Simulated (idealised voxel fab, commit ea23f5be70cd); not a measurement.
process module | voxel transistor to metal
It is cross-section cut that appears here, measuring 170 nm in width, its square cells being 5 nm in size.
Cross-sections here: square-cell grids, written as top-down lists of bands, a band being one or more rows of cells. It is stipulated that each band's entry specify, in nanometres, the height of the top of the band and then that of its bottom, followed by the materials of the band in left-to-right sequence, each together with its width in nanometres. A single material marked by the word "edge to edge" is understood to fill the band from edge to edge; the word "air" is understood to denote empty space. Height 0 is the level under which the wafer as received is all one material. The lowest band goes on downwards, as in "from 0 down". Read "30 to 40" as a graded width: first number on top, second number at the bottom, same change between each pair of neighbouring rows. "no modifications", as given for a step, is the statement that not any cell of the cross-section underwent a change during that step. The list in "Fully sealed voids" covers empty spaces of 8 cells or more that cannot reach the top through any open way, and it gives each as width x height at distance; the distance is from the left edge, and width, height and distance are in nm. Formally, on a step line, whatever follows the settings is a remark that the simulator itself makes on the step. Among the settings permitted on a step's line is "overlay nm"; applied to a step with a mask, it specifies the extent to which the mask lay to the right of its planned position, whereas a negative figure signifies a position to the left.
The following list gives the planned process steps:
1. RECEIVE (material Si)
2. CONFORMAL_DEP (material SiO2; thk nm 5)
3. CONFORMAL_DEP (material SiN; thk nm 15)
4. DIRECTIONAL_DEP (material aC; thk nm 15)
5. PATTERN (tone cover; mask id ACTIVE; material resist; width nm 125; thk nm 30; overlay nm 0)
6. DIRECTIONAL_ETCH (etch materials aC; depth nm 15)
7. STRIP (etch materials resist)
8. DIRECTIONAL_ETCH (etch materials SiN; depth nm 15)
9. DIRECTIONAL_ETCH (etch materials SiO2; depth nm 5)
10. DIRECTIONAL_ETCH (etch materials Si; depth nm 30)
11. STRIP (etch materials aC)
12. FILL_DEP (material SiO2; thk nm 5)
13. CMP (height nm 20)
14. SELECTIVE_ETCH (etch materials SiO2; depth nm 10)
15. STRIP (etch materials SiN)
16. SELECTIVE_ETCH (etch materials SiO2; depth nm 5)
17. OXIDIZE (depth nm 5)
18. DIRECTIONAL_DEP (material polySi; thk nm 30)
19. DIRECTIONAL_DEP (material SiCN; thk nm 10)
20. PATTERN (tone cover; mask id GATE; material resist; width nm 25; thk nm 20; overlay nm 0)
21. DIRECTIONAL_ETCH (etch materials SiCN; depth nm 20)
22. DIRECTIONAL_ETCH (etch materials polySi; depth nm 40)
23. STRIP (etch materials resist)
24. CONFORMAL_DEP (material SiO2; thk nm 5)
25. DIRECTIONAL_ETCH (etch materials SiO2; depth nm 5)
26. CONFORMAL_DEP (material SiN; thk nm 5)
27. DIRECTIONAL_ETCH (etch materials SiN; depth nm 5)
28. DIRECTIONAL_ETCH (etch materials SiO2; depth nm 5)
29. DIRECTIONAL_ETCH (etch materials Si; depth nm 15)
30. EPI (material SiGe; thk nm 20)
31. FILL_DEP (material SiO2; thk nm 5)
32. CMP (height nm 30)
33. STRIP (etch materials polySi)
34. SELECTIVE_ETCH (etch materials SiO2; depth nm 5)
35. CONFORMAL_DEP (material HfO2; thk nm 5)
36. CONFORMAL_DEP (material TiN; thk nm 5)
37. FILL_DEP (material W; thk nm 5)
38. CMP (height nm 25)
39. DIRECTIONAL_DEP (material SiO2; thk nm 10)
40. PATTERN (tone open; mask id CONTACT; material resist; width nm 20; pitch nm 85; thk nm 20; overlay nm 0)
41. DIRECTIONAL_ETCH (etch materials SiO2; depth nm 20)
42. STRIP (etch materials resist)
43. CONFORMAL_DEP (material TiN; thk nm 5)
44. FILL_DEP (material W; thk nm 10)
45. CMP (height nm 35)
46. CONFORMAL_DEP (material SiCN; thk nm 5)
47. DIRECTIONAL_DEP (material lowk; thk nm 15)
48. DIRECTIONAL_DEP (material aC; thk nm 10)
49. PATTERN (tone open; mask id METAL_1; material resist; width nm 20; pitch nm 85; thk nm 30; overlay nm 0)
50. DIRECTIONAL_ETCH (etch materials aC; depth nm 10)
51. STRIP (etch materials resist)
52. DIRECTIONAL_ETCH (etch materials lowk; depth nm 15)
53. DIRECTIONAL_ETCH (etch materials SiCN; depth nm 5)
54. STRIP (etch materials aC)
55. CONFORMAL_DEP (material TiN; thk nm 5)
56. FILL_DEP (material Cu; thk nm 5)
57. CMP (height nm 55)
58. EPI (material Ru; thk nm 5)
59. FILL_DEP (material SiCN; thk nm 5)
60. DIRECTIONAL_DEP (material SiO2; thk nm 25)
61. DIRECTIONAL_DEP (material aC; thk nm 10)
62. PATTERN (tone open; mask id METAL_2_HOLES; material resist; width nm 15; pitch nm 85; thk nm 30; overlay nm 0)
63. DIRECTIONAL_ETCH (etch materials aC; depth nm 10)
64. STRIP (etch materials resist)
65. DIRECTIONAL_ETCH (etch materials SiO2; depth nm 25)
66. STRIP (etch materials aC)
67. PATTERN (tone open; mask id METAL_2; material resist; width nm 20; pitch nm 85; thk nm 15; overlay nm 0)
68. DIRECTIONAL_ETCH (etch materials SiO2; depth nm 15)
69. DIRECTIONAL_ETCH (etch materials SiCN; depth nm 5)
70. STRIP (etch materials resist)
71. CONFORMAL_DEP (material TiN; thk nm 5)
72. FILL_DEP (material Cu; thk nm 10)
73. CMP (height nm 90)
74. CONFORMAL_DEP (material SiN; thk nm 5)
As-received wafer cross-section (after step 1):
from 0 down  Si edge to edge
Fully sealed voids: none
Cross-section, first of two wafers, end of module, run as planned:
from 95 to 90  SiN edge to edge
from 90 to 80  30 SiO2 / 5 TiN / 10 Cu / 5 TiN / 65 SiO2 / 5 TiN / 10 Cu / 5 TiN / 35 SiO2
from 80 to 75  30 SiO2 / 5 TiN / 5 Cu / 10 TiN / 65 SiO2 / 5 TiN / 5 Cu / 10 TiN / 35 SiO2
from 75 to 65  30 SiO2 / 5 TiN / 5 Cu / 5 TiN / 70 SiO2 / 5 TiN / 5 Cu / 5 TiN / 40 SiO2
from 65 to 60  30 SiCN / 15 TiN / 70 SiCN / 15 TiN / 40 SiCN
from 60 to 55  25 SiCN / 30 Ru / 55 SiCN / 30 Ru / 30 SiCN
from 55 to 40  30 lowk / 5 TiN / 10 Cu / 5 TiN / 65 lowk / 5 TiN / 10 Cu / 5 TiN / 35 lowk
from 40 to 35  30 SiCN / 20 TiN / 65 SiCN / 20 TiN / 35 SiCN
from 35 to 25  30 SiO2 / 5 TiN / 10 W / 5 TiN / 65 SiO2 / 5 TiN / 10 W / 5 TiN / 35 SiO2
from 25 to 20  30 SiO2 / 5 TiN / 10 W / 5 TiN / 10 SiO2 / 5 SiN / 5 HfO2 / 5 TiN / 15 W / 5 TiN / 5 HfO2 / 5 SiN / 10 SiO2 / 5 TiN / 10 W / 5 TiN / 35 SiO2
from 20 to 15  30 SiO2 / 20 TiN / 10 SiO2 / 5 SiN / 5 HfO2 / 5 TiN / 15 W / 5 TiN / 5 HfO2 / 5 SiN / 10 SiO2 / 20 TiN / 35 SiO2
from 15 to 5  15 SiO2 / 45 SiGe / 5 SiN / 5 HfO2 / 5 TiN / 15 W / 5 TiN / 5 HfO2 / 5 SiN / 45 SiGe / 20 SiO2
from 5 to 0  15 SiO2 / 5 SiGe / 5 SiN / 35 SiGe / 5 SiN / 5 HfO2 / 25 TiN / 5 HfO2 / 5 SiN / 35 SiGe / 5 SiN / 5 SiGe / 20 SiO2
from 0 to -5  25 SiO2 / 35 SiGe / 5 SiO2 / 35 HfO2 / 5 SiO2 / 35 SiGe / 30 SiO2
from -5 to -20  20 SiO2 / 5 Si / 35 SiGe / 45 Si / 35 SiGe / 5 Si / 25 SiO2
from -20 to -30  20 SiO2 / 125 Si / 25 SiO2
from -30 down  Si edge to edge
Fully sealed voids: none
Cross-sectional image of the second wafer of the two following completion of the module. Starting state and process plan were the same as for the first wafer; one execution error occurred:
from 95 to 90  SiN edge to edge
from 90 to 80  30 SiO2 / 5 TiN / 10 Cu / 5 TiN / 65 SiO2 / 5 TiN / 10 Cu / 5 TiN / 35 SiO2
from 80 to 75  30 SiO2 / 5 TiN / 5 Cu / 10 TiN / 65 SiO2 / 5 TiN / 5 Cu / 10 TiN / 35 SiO2
from 75 to 65  30 SiO2 / 5 TiN / 5 Cu / 5 TiN / 70 SiO2 / 5 TiN / 5 Cu / 5 TiN / 40 SiO2
from 65 to 60  30 SiCN / 15 TiN / 70 SiCN / 15 TiN / 40 SiCN
from 60 to 55  25 SiCN / 30 Ru / 55 SiCN / 30 Ru / 30 SiCN
from 55 to 40  30 lowk / 5 TiN / 10 Cu / 5 TiN / 65 lowk / 5 TiN / 10 Cu / 5 TiN / 35 lowk
from 40 to 35  30 SiCN / 20 TiN / 65 SiCN / 20 TiN / 35 SiCN
from 35 to 25  30 SiO2 / 5 TiN / 10 W / 5 TiN / 65 SiO2 / 5 TiN / 10 W / 5 TiN / 35 SiO2
from 25 to 20  30 SiO2 / 5 TiN / 10 W / 5 TiN / 10 SiO2 / 5 SiN / 5 HfO2 / 5 TiN / 15 W / 5 TiN / 5 HfO2 / 5 SiN / 10 SiO2 / 5 TiN / 10 W / 5 TiN / 35 SiO2
from 20 to 15  30 SiO2 / 20 TiN / 10 SiO2 / 5 SiN / 5 HfO2 / 5 TiN / 15 W / 5 TiN / 5 HfO2 / 5 SiN / 10 SiO2 / 20 TiN / 35 SiO2
from 15 to 5  15 SiO2 / 45 SiGe / 5 SiN / 5 HfO2 / 5 TiN / 15 W / 5 TiN / 5 HfO2 / 5 SiN / 45 SiGe / 20 SiO2
from 5 to 0  15 SiO2 / 5 SiGe / 5 SiN / 35 SiGe / 5 SiN / 5 HfO2 / 25 TiN / 5 HfO2 / 5 SiN / 35 SiGe / 5 SiN / 5 SiGe / 20 SiO2
from 0 to -5  25 SiO2 / 35 SiGe / 5 SiO2 / 35 HfO2 / 5 SiO2 / 35 SiGe / 30 SiO2
from -5 to -30  20 SiO2 / 5 Si / 35 SiGe / 45 Si / 35 SiGe / 5 Si / 25 SiO2
from -30 to -35  25 Si / 35 SiGe / 45 Si / 35 SiGe / 30 Si
from -35 down  Si edge to edge
Fully sealed voids: none
It is concluded that the wafer was processed incorrectly with respect to the plan, in that execution of plan step 29 occurred twice
The final cell counts differ between the wafers, with the second having more or fewer of some materials than the first: 42 fewer of Si | 42 more of SiGe
